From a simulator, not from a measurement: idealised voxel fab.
This section sets out a process module, namely voxel released beams.
For reference, the cross-section in this document is cut, with width 210 nm and square cells of 5 nm.
Think of the cross-section as a grid of square cells. We describe it in bands, top to bottom, and each band covers one or more rows of those cells. Each band's line starts with the height of the band's top and of its bottom, in nm. Then come its materials from left to right, each with its width in nm. One material with "full width" fills the band from edge to edge. "blank" is empty space. The reference from which all heights are counted is 0, the level beneath which the as-received wafer is entirely one material; the lowest band, having no lower bound, proceeds downward and is written after the example "z 0 and below". Width: "30 to 40" (first number = top row, second number = bottom row, same change from row to row of cells). "no modification" after a step means that no cell of the cross-section changed. "Closed void listing" means: voids of 8 cells or more that are shut off from the top with no open way through. Written width x height at distance, distance from the left edge, in nm. Step line, after settings: the simulator's comment on this step. overlay nm: right-of-plan distance of the mask on a masked step; negative values mean left-of-plan.

**List of planned process steps**
1,RECEIVE,material Si
2,CONFORMAL_DEP,material Al2O3,thk nm 10
3,DIRECTIONAL_DEP,material SiO2,thk nm 10
4,PATTERN,tone open,mask id ANCHOR,material resist,width nm 35,thk nm 15,overlay nm 0
5,DIRECTIONAL_ETCH,etch materials SiO2,depth nm 10
6,STRIP,etch materials resist
7,CONFORMAL_DEP,material SiN,thk nm 15
8,PATTERN,tone cover,mask id BEAM,material resist,width nm 105,thk nm 15,overlay nm 0
9,DIRECTIONAL_ETCH,etch materials SiN,depth nm 15
10,STRIP,etch materials resist
11,STRIP,etch materials SiO2

**Cross-section of the wafer at receipt, which is the condition after step 1**
  z 0 and below: Si full width
  Closed void listing: none

**Look at the cross-section after the module: the wafer started out the way shown above and the plan was the one shown above, yet one mistake was made along the way**
  z 35 to 25: 50 blank | 20 SiN | 5 blank | 80 SiN | 55 blank
  z 25 to 20: 50 blank | 105 SiN | 55 blank
  z 20 to 10: 55 blank | 35 SiN | 120 blank
  z 10 to 0: SiN full width
  z 0 and below: Si full width
  Closed void listing: none
Here's what went sideways: step 2 off recipe, ran as CONFORMAL_DEP,material SiN,thk nm 10
